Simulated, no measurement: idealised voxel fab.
Process module, titled voxel tone inversion
Square cell edge 5 nm, section width 165 nm, ID cut.
For the purposes of this document, a cross-section shall be understood as a grid of square cells, specified as bands listed in top-to-bottom order, each band consisting of one or more rows of cells. Heights first: top, then bottom, in nm. Then materials, left to right, each with a width in nm. "full width" on a single material: fills the band edge to edge. "blank": empty space. Height 0 is the level under which the wafer as received is all one material. The lowest band goes on downwards, as in "from 0 down". Width spec "30->40" -> top row of cells at first value, bottom row at second value, equal per-row change in between. No cell of the cross-section changed in a step that is given as "everything unchanged". Entry "Trapped voids". Content: empty spaces with no open connection to the top, size 8 cells or greater. Each: width x height at distance. Distance: from left edge. Unit: nm. Where a step's line continues beyond its settings, the continuation is a remark by the simulator itself on that step. The line of a step may include "overlay nm". On a step with a mask, this value is how far to the right of its planned place the mask lay. A negative value means the mask lay to the left.
**Planned process steps**
1: RECEIVE with material Si
2: CONFORMAL_DEP with material SiN, thk nm 5
3: DIRECTIONAL_DEP with material aC, thk nm 20
4: PATTERN with tone cover, mask id POSTS, material resist, width nm 15, pitch nm 30, thk nm 30, overlay nm 0
5: DIRECTIONAL_ETCH with etch materials aC, depth nm 20
6: STRIP with etch materials resist
7: FILL_DEP with material lowk, thk nm 5
8: CMP with height nm 25
9: STRIP with etch materials aC
**This is the cross-section of the wafer as we received it, i.e. after step 1**
    from 0 down | Si full width
    Trapped voids: none
**Final wafer profile in cross-section after the module, from the same start and plan as above, with one mistake made during processing**
    from 25 to 5 | blank 30 nm, then lowk 15 nm, then blank 15 nm, then lowk 15 nm, then blank 15 nm, then lowk 15 nm, then blank 15 nm, then lowk 15 nm, then blank 30 nm
    from 5 to 0 | SiN full width
    from 0 down | Si full width
    Trapped voids: none
Which mistake was made when the wafer was run? note that step 4 departed from the planned setting and was carried out as PATTERN with tone open, mask id POSTS, material resist, width nm 15, pitch nm 30, thk nm 30, overlay nm 0
